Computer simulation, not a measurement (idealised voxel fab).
Proc. module: voxel trench capacitor
Section shown: cut. Width: 250 nm. Cell size: 5 nm, square.
Cross-section format: a grid of square cells, given as bands from top to bottom; each band is one or more rows of cells.
Top height, bottom height, nm. Materials left to right, width each, nm. Single material + "full width" = fills band edge to edge. "empty" = empty.
Heads up on the height convention: 0 is the point under which the incoming wafer is all one material, and the lowest band has no bottom, it just keeps going down, like "z 0 and below".
Top row gets the first number, bottom row gets the second, and each row in between changes by the same step: that is how a band width like "30->40" works.
Key: "same as before" - step with no changed cell in the cross-section.
Under "Entrapped voids" you'll find the enclosed gaps, the ones with no way out to the top, that are 8 cells or bigger; each reads width x height at distance, with distance counted from the left edge, everything in nm.
If you see something after the settings on a step's line, that's the simulator's own remark about that step.
Each step line may optionally specify "overlay nm", which for a step with a mask gives the rightward distance between the mask's planned place and where it lay, a negative value indicating the leftward direction.
Planned process steps
- 1: RECEIVE: material Si
- 2: CONFORMAL_DEP: material SiN, thk nm 10
- 3: DIRECTIONAL_DEP: material aC, thk nm 10
- 4: PATTERN: tone open, mask id TRENCH, material resist, width nm 15, pitch nm 40, thk nm 25, overlay nm 0
- 5: DIRECTIONAL_ETCH: etch materials aC, depth nm 10
- 6: STRIP: etch materials resist
- 7: DIRECTIONAL_ETCH: etch materials SiN, depth nm 10
- 8: DIRECTIONAL_ETCH: etch materials Si, depth nm 40
- 9: STRIP: etch materials aC
- 10: CONFORMAL_DEP: material SiO2, thk nm 5
- 11: FILL_DEP: material polySi, thk nm 10
- 12: CMP: height nm 10
Cross-section of the wafer at receipt, which is the condition after step 1
z 0 and below: Si full width
Entrapped voids: none
The cross-section shown corresponds to the wafer at the conclusion of the module. The initial structure and the process plan are those presented above; however, one mistake occurred in executing the plan
z 10 to 0: polySi 75 nm; SiO2 5 nm; polySi 5 nm; SiO2 5 nm; polySi 25 nm; SiO2 5 nm; polySi 5 nm; SiO2 5 nm; polySi 25 nm; SiO2 5 nm; polySi 5 nm; SiO2 5 nm; polySi 80 nm
z 0 to -25: Si 75 nm; SiO2 5 nm; polySi 5 nm; SiO2 5 nm; Si 25 nm; SiO2 5 nm; polySi 5 nm; SiO2 5 nm; Si 25 nm; SiO2 5 nm; polySi 5 nm; SiO2 5 nm; Si 80 nm
z -25 to -30: Si 75 nm; SiO2 15 nm; Si 25 nm; SiO2 15 nm; Si 25 nm; SiO2 15 nm; Si 80 nm
z -30 and below: Si full width
Entrapped voids: none
What was done differently from what was planned? step 2 ran with different settings than intended, the actual operation and settings being CONFORMAL_DEP: material polySi, thk nm 10
